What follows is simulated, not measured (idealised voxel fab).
Process module heading - voxel spacer lines
Displayed cross-section: cut, width of 260 nm, square cells sized 5 nm.
For the purposes of this document, a cross-section shall be understood as a grid of square cells, specified as bands listed in top-to-bottom order, each band consisting of one or more rows of cells.
Top, bottom (nm), then materials left to right with widths (nm); lone material tagged "full width" fills the whole band edge to edge; "empty" = empty space.
Measure heights from 0. That's the level where, below it, the as-received wafer is all one material. The lowest band is bottomless and extends downward; write it as in "top 0, no bottom".
It should be noted that a width expressed as "30..40" varies in equal increments from row to row of cells within the band, taking the value of the first number at the top row and that of the second number at the bottom row.
When a step is marked "no change", none of the cells in the cross-section changed during that step.
Any empty space of 8 cells or more lacking an open way to the top shows up in "Catalogued sealed voids" as width x height at distance, distance from the left edge, in nm.
Whatever follows a step's settings on its line is a remark the simulator itself makes about that step.
The "overlay nm" setting may appear on a step's line; for a step that uses a mask, it gives how far to the right of its planned position the mask lay, and a negative value indicates the left.

## List of planned process steps
- 1: RECEIVE, material Si
- 2: CONFORMAL_DEP, material SiO2, thk nm 5
- 3: DIRECTIONAL_DEP, material W, thk nm 15
- 4: DIRECTIONAL_DEP, material polySi, thk nm 25
- 5: PATTERN, tone cover, mask id MANDREL, material resist, width nm 25, pitch nm 80, thk nm 30, overlay nm 0
- 6: DIRECTIONAL_ETCH, etch materials polySi, depth nm 25
- 7: STRIP, etch materials resist
- 8: CONFORMAL_DEP, material SiN, thk nm 15
- 9: DIRECTIONAL_ETCH, etch materials SiN, depth nm 15
- 10: STRIP, etch materials polySi
- 11: DIRECTIONAL_ETCH, etch materials W, depth nm 15
- 12: STRIP, etch materials SiN
- 13: FILL_DEP, material lowk, thk nm 5
- 14: CMP, height nm 20

## First of two wafers - as planned

## Wafer as received: cross-section following step 1
    top 0, no bottom  Si full width
    Catalogued sealed voids: none

## So this is the wafer cross-section right after step 2
    top 5, bottom 0  SiO2 full width
    Everything below 0 is unchanged.

## So this is the wafer cross-section right after step 3
    top 20, bottom 5  W full width
    Everything below 5 is unchanged.

## So this is the wafer cross-section right after step 4
    top 45, bottom 20  polySi full width
    Everything below 20 is unchanged.

## So this is the wafer cross-section right after step 5
    top 75, bottom 45  empty=75 / resist=25 / empty=55 / resist=25 / empty=80
    Everything below 45 is unchanged.

## So this is the wafer cross-section right after step 6
    top 75, bottom 45  empty=75 / resist=25 / empty=55 / resist=25 / empty=80
    top 45, bottom 20  empty=75 / polySi=25 / empty=55 / polySi=25 / empty=80
    Everything below 20 is unchanged.

## So this is the wafer cross-section right after step 7
    top 45, bottom 20  empty=75 / polySi=25 / empty=55 / polySi=25 / empty=80
    Everything below 20 is unchanged.

## So this is the wafer cross-section right after step 8
    top 60, bottom 45  empty=60 / SiN=55 / empty=25 / SiN=55 / empty=65
    top 45, bottom 35  empty=60 / SiN=15 / polySi=25 / SiN=15 / empty=25 / SiN=15 / polySi=25 / SiN=15 / empty=65
    top 35, bottom 20  SiN=75 / polySi=25 / SiN=55 / polySi=25 / SiN=80
    Everything below 20 is unchanged.

## So this is the wafer cross-section right after step 9
    top 45, bottom 20  empty=60 / SiN=15 / polySi=25 / SiN=15 / empty=25 / SiN=15 / polySi=25 / SiN=15 / empty=65
    Everything below 20 is unchanged.

## So this is the wafer cross-section right after step 10
    top 45, bottom 20  empty=60 / SiN=15 / empty=25 / SiN=15 / empty=25 / SiN=15 / empty=25 / SiN=15 / empty=65
    Everything below 20 is unchanged.

## So this is the wafer cross-section right after step 11
    top 45, bottom 20  empty=60 / SiN=15 / empty=25 / SiN=15 / empty=25 / SiN=15 / empty=25 / SiN=15 / empty=65
    top 20, bottom 5  empty=60 / W=15 / empty=25 / W=15 / empty=25 / W=15 / empty=25 / W=15 / empty=65
    Everything below 5 is unchanged.

## So this is the wafer cross-section right after step 12
    top 20, bottom 5  empty=60 / W=15 / empty=25 / W=15 / empty=25 / W=15 / empty=25 / W=15 / empty=65
    Everything below 5 is unchanged.

## So this is the wafer cross-section right after step 13
    top 25, bottom 20  lowk full width
    top 20, bottom 5  lowk=60 / W=15 / lowk=25 / W=15 / lowk=25 / W=15 / lowk=25 / W=15 / lowk=65
    Everything below 5 is unchanged.

## So this is the wafer cross-section right after step 14
    top 20, bottom 5  lowk=60 / W=15 / lowk=25 / W=15 / lowk=25 / W=15 / lowk=25 / W=15 / lowk=65
    Everything below 5 is unchanged.

## Wafer two. Identical start, identical plan. One mistake in execution. Identical history through step 1

## Second wafer, cut view, end of step 2 per plan
    top 5, bottom 0  W full width
    Everything below 0 is unchanged.

## Second wafer, cut view, end of step 3 per plan
    top 20, bottom 0  W full width
    Everything below 0 is unchanged.

## Second wafer, cut view, end of step 4 per plan
    top 45, bottom 20  polySi full width
    Everything below 20 is unchanged.

## Second wafer, cut view, end of step 5 per plan
    top 75, bottom 45  empty=75 / resist=25 / empty=55 / resist=25 / empty=80
    Everything below 45 is unchanged.

## Second wafer, cut view, end of step 6 per plan
    top 75, bottom 45  empty=75 / resist=25 / empty=55 / resist=25 / empty=80
    top 45, bottom 20  empty=75 / polySi=25 / empty=55 / polySi=25 / empty=80
    Everything below 20 is unchanged.

## Second wafer, cut view, end of step 7 per plan
    top 45, bottom 20  empty=75 / polySi=25 / empty=55 / polySi=25 / empty=80
    Everything below 20 is unchanged.

## Second wafer, cut view, end of step 8 per plan
    top 60, bottom 45  empty=60 / SiN=55 / empty=25 / SiN=55 / empty=65
    top 45, bottom 35  empty=60 / SiN=15 / polySi=25 / SiN=15 / empty=25 / SiN=15 / polySi=25 / SiN=15 / empty=65
    top 35, bottom 20  SiN=75 / polySi=25 / SiN=55 / polySi=25 / SiN=80
    Everything below 20 is unchanged.

## Second wafer, cut view, end of step 9 per plan
    top 45, bottom 20  empty=60 / SiN=15 / polySi=25 / SiN=15 / empty=25 / SiN=15 / polySi=25 / SiN=15 / empty=65
    Everything below 20 is unchanged.

## Second wafer, cut view, end of step 10 per plan
    top 45, bottom 20  empty=60 / SiN=15 / empty=25 / SiN=15 / empty=25 / SiN=15 / empty=25 / SiN=15 / empty=65
    Everything below 20 is unchanged.

## Second wafer, cut view, end of step 11 per plan
    top 45, bottom 20  empty=60 / SiN=15 / empty=25 / SiN=15 / empty=25 / SiN=15 / empty=25 / SiN=15 / empty=65
    top 20, bottom 5  empty=60 / W=15 / empty=25 / W=15 / empty=25 / W=15 / empty=25 / W=15 / empty=65
    Everything below 5 is unchanged.

## Second wafer, cut view, end of step 12 per plan
    top 20, bottom 5  empty=60 / W=15 / empty=25 / W=15 / empty=25 / W=15 / empty=25 / W=15 / empty=65
    Everything below 5 is unchanged.

## Second wafer, cut view, end of step 13 per plan
    top 25, bottom 20  lowk full width
    top 20, bottom 5  lowk=60 / W=15 / lowk=25 / W=15 / lowk=25 / W=15 / lowk=25 / W=15 / lowk=65
    Everything below 5 is unchanged.

## Second wafer, cut view, end of step 14 per plan
    top 20, bottom 5  lowk=60 / W=15 / lowk=25 / W=15 / lowk=25 / W=15 / lowk=25 / W=15 / lowk=65
    Everything below 5 is unchanged.
What broke from the plan during processing? step 2 was run on a setting that differed from the plan, and what really ran there is CONFORMAL_DEP, material W, thk nm 5
The second wafer ends with more or fewer cells of some materials than the first, per final count: 52 fewer of SiO2 | 52 more of W
